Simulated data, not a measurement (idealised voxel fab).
Name of the process module below: voxel wiring stack
We display cut, a cross-section 205 nm in width whose square cells are each 5 nm.
Cross-section, as written here: a square-cell grid given band by band from the top down, where a band holds one or more rows of cells.
Each band's line starts with the height of the band's top and of its bottom, in nm. Then come its materials from left to right, each with its width in nm. One material with "full width" fills the band from edge to edge. "blank" is empty space.
Measure heights from 0. That's the level where, below it, the as-received wafer is all one material. The lowest band is bottomless and extends downward; write it as in "z 0 and below".
Think of "30 to 40" as a width that walks from the first number to the second as you go down the band, top row to bottom row, taking equal-sized steps from row to row.
"all unchanged" for a step: no cell of the cross-section changed in that step.
The label "Enclosed voids" introduces a list of the empty spaces, 8 cells or larger, that have no open way up to the top; each entry in it reads width x height at distance, where the distance is taken from the left edge and all three are stated in nm.
Formally, on a step line, whatever follows the settings is a remark that the simulator itself makes on the step.
overlay nm: mask right of planned place by this much (step with mask). Neg. = left.

Listed below are the process steps as planned
1) RECEIVE | material Si
2) CONFORMAL_DEP | material SiO2 | thk nm 10
3) DIRECTIONAL_DEP | material TiN | thk nm 5
4) DIRECTIONAL_DEP | material Ru | thk nm 15
5) MASKED_ETCH | tone cover | mask id METAL_1 | width nm 25 | pitch nm 45 | etch materials Ru | depth nm 15 | overlay nm 0
6) MASKED_ETCH | tone cover | mask id METAL_1 | width nm 25 | pitch nm 45 | etch materials TiN | depth nm 5 | overlay nm 0
7) FILL_DEP | material lowk | thk nm 5
8) CMP | height nm 30
9) CONFORMAL_DEP | material SiCN | thk nm 5
10) DIRECTIONAL_DEP | material lowk | thk nm 35
11) DIRECTIONAL_DEP | material aC | thk nm 15
12) PATTERN | tone open | mask id METAL_2_HOLES | material resist | width nm 15 | pitch nm 45 | thk nm 30 | overlay nm 0
13) DIRECTIONAL_ETCH | etch materials aC | depth nm 15
14) STRIP | etch materials resist
15) DIRECTIONAL_ETCH | etch materials lowk | depth nm 35
16) STRIP | etch materials aC
17) PATTERN | tone open | mask id METAL_2 | material resist | width nm 25 | pitch nm 45 | thk nm 20 | overlay nm 0
18) DIRECTIONAL_ETCH | etch materials lowk | depth nm 20
19) DIRECTIONAL_ETCH | etch materials SiCN | depth nm 5
20) STRIP | etch materials resist
21) CONFORMAL_DEP | material TiN | thk nm 5
22) FILL_DEP | material Cu | thk nm 5
23) CMP | height nm 70
24) CONFORMAL_DEP | material SiCN | thk nm 5
25) DIRECTIONAL_DEP | material lowk | thk nm 20
26) PATTERN | tone open | mask id PLUG_2 | material resist | width nm 15 | pitch nm 90 | thk nm 15 | overlay nm 0
27) DIRECTIONAL_ETCH | etch materials lowk | depth nm 20
28) DIRECTIONAL_ETCH | etch materials SiCN | depth nm 5
29) STRIP | etch materials resist
30) CONFORMAL_DEP | material TiN | thk nm 5
31) FILL_DEP | material W | thk nm 10
32) CMP | height nm 95
33) DIRECTIONAL_DEP | material TiN | thk nm 5
34) DIRECTIONAL_DEP | material W | thk nm 15
35) MASKED_ETCH | tone cover | mask id METAL_3 | width nm 25 | pitch nm 45 | etch materials W | depth nm 15 | overlay nm 0
36) MASKED_ETCH | tone cover | mask id METAL_3 | width nm 25 | pitch nm 45 | etch materials TiN | depth nm 5 | overlay nm 0
37) CONFORMAL_DEP | material SiN | thk nm 5
38) FILL_DEP | material SiO2 | thk nm 5
39) CMP | height nm 115
40) CONFORMAL_DEP | material SiCN | thk nm 5

Cross-section of the incoming wafer, state after step 1
  z 0 and below | Si full width
  Enclosed voids: none

Final cross-section, module run with one mistake (start and plan as above)
  z 120 to 115 | SiCN full width
  z 115 to 100 | 15 SiO2 / 5 SiN / 25 W / 5 SiN / 10 SiO2 / 5 SiN / 25 W / 5 SiN / 10 SiO2 / 5 SiN / 25 W / 5 SiN / 10 SiO2 / 5 SiN / 25 W / 5 SiN / 20 SiO2
  z 100 to 95 | 20 SiN / 25 TiN / 20 SiN / 25 TiN / 20 SiN / 25 TiN / 20 SiN / 25 TiN / 25 SiN
  z 95 to 75 | 20 lowk / 5 TiN / 5 W / 5 TiN / 75 lowk / 5 TiN / 5 W / 5 TiN / 80 lowk
  z 75 to 70 | 20 SiCN / 15 TiN / 75 SiCN / 15 TiN / 80 SiCN
  z 70 to 55 | 20 lowk / 5 TiN / 15 Cu / 5 TiN / 20 lowk / 5 TiN / 15 Cu / 5 TiN / 20 lowk / 5 TiN / 15 Cu / 5 TiN / 20 lowk / 5 TiN / 15 Cu / 5 TiN / 25 lowk
  z 55 to 50 | 20 lowk / 5 TiN / 5 Cu / 15 TiN / 20 lowk / 5 TiN / 5 Cu / 15 TiN / 20 lowk / 5 TiN / 5 Cu / 15 TiN / 20 lowk / 5 TiN / 5 Cu / 15 TiN / 25 lowk
  z 50 to 35 | 20 lowk / 5 TiN / 5 Cu / 5 TiN / 30 lowk / 5 TiN / 5 Cu / 5 TiN / 30 lowk / 5 TiN / 5 Cu / 5 TiN / 30 lowk / 5 TiN / 5 Cu / 5 TiN / 35 lowk
  z 35 to 30 | 20 SiCN / 15 TiN / 30 SiCN / 15 TiN / 30 SiCN / 15 TiN / 30 SiCN / 15 TiN / 35 SiCN
  z 30 to 25 | lowk full width
  z 25 to 10 | 20 lowk / 25 Ru / 20 lowk / 25 Ru / 20 lowk / 25 Ru / 20 lowk / 25 Ru / 25 lowk
  z 10 to 5 | 20 lowk / 25 TiN / 20 lowk / 25 TiN / 20 lowk / 25 TiN / 20 lowk / 25 TiN / 25 lowk
  z 5 to 0 | SiO2 full width
  z 0 and below | Si full width
  Enclosed voids: none
Error vs. plan: step 2 went in with a setting other than planned; the actual run was CONFORMAL_DEP | material SiO2 | thk nm 5
